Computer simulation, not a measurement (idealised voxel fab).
Title: Process Module voxel released beams
The cross-section on display is named cut; it measures 205 nm wide, and its cells are 5 nm squares.
The cross-sections in this document take the form of a grid made of square cells. They are written out as bands, in order from top to bottom. Each band consists of one or more rows of cells.
This entry defines a band. It first specifies the height of the band's top and the height of its bottom in nm, and then specifies the band's materials from left to right, stating each material with its width in nm. The word "edge to edge" identifies a single material that fills the band from edge to edge, while the word "empty" identifies empty space.
Note: height 0 marks the level under which the wafer is uniformly one material as received. Lowest band unbounded below, written "z 0 and below".
Quick explanation for "30->40": the width changes in equal steps down the rows of cells, from the first number in the band's top row to the second number in its bottom row.
A step reported as "nothing was modified" is a step in which no cell of the cross-section changed.
The entry "Trapped void list" lists the empty spaces that cover at least 8 cells and have no open path to the top. Each is written as width x height at distance, where the distance is measured from the left edge and all three values are in nm.
Anything after a step's settings on that line? It's the simulator's own note about the step.
"overlay nm", when on a step's line for a step with a mask, measures how far to the right of its planned place the mask lay; a negative measure means to the left.
The steps planned for the process are as follows
1 RECEIVE: material Si
2 CONFORMAL_DEP: material SiN, thk nm 5
3 DIRECTIONAL_DEP: material SiO2, thk nm 20
4 MASKED_ETCH: tone open, mask id ANCHOR, width nm 45, etch materials SiO2, depth nm 20, overlay nm 0
5 CONFORMAL_DEP: material W, thk nm 15
6 DIRECTIONAL_DEP: material aC, thk nm 15
7 PATTERN: tone cover, mask id BEAM, material resist, width nm 120, thk nm 35, overlay nm 0
8 DIRECTIONAL_ETCH: etch materials aC, depth nm 15
9 STRIP: etch materials resist
10 DIRECTIONAL_ETCH: etch materials W, depth nm 15
11 STRIP: etch materials aC
12 STRIP: etch materials SiO2
Step 1 complete: cross-section of the wafer as received
* z 0 and below  Si edge to edge
* Trapped void list: none
Cross-section, end of module. Start: as above. Plan: as above. Execution: one mistake
* z 40 to 25  empty: 40  W: 20  empty: 15  W: 85  empty: 45
* z 25 to 20  empty: 45  W: 15  empty: 15  W: 15  empty: 115
* z 20 to 5  empty: 45  W: 45  empty: 115
* z 5 to 0  W edge to edge
* z 0 and below  Si edge to edge
* Trapped void list: none
Misprocessing identified: so step 2 ended up running with a different setting than we planned, it ran as CONFORMAL_DEP: material W, thk nm 5
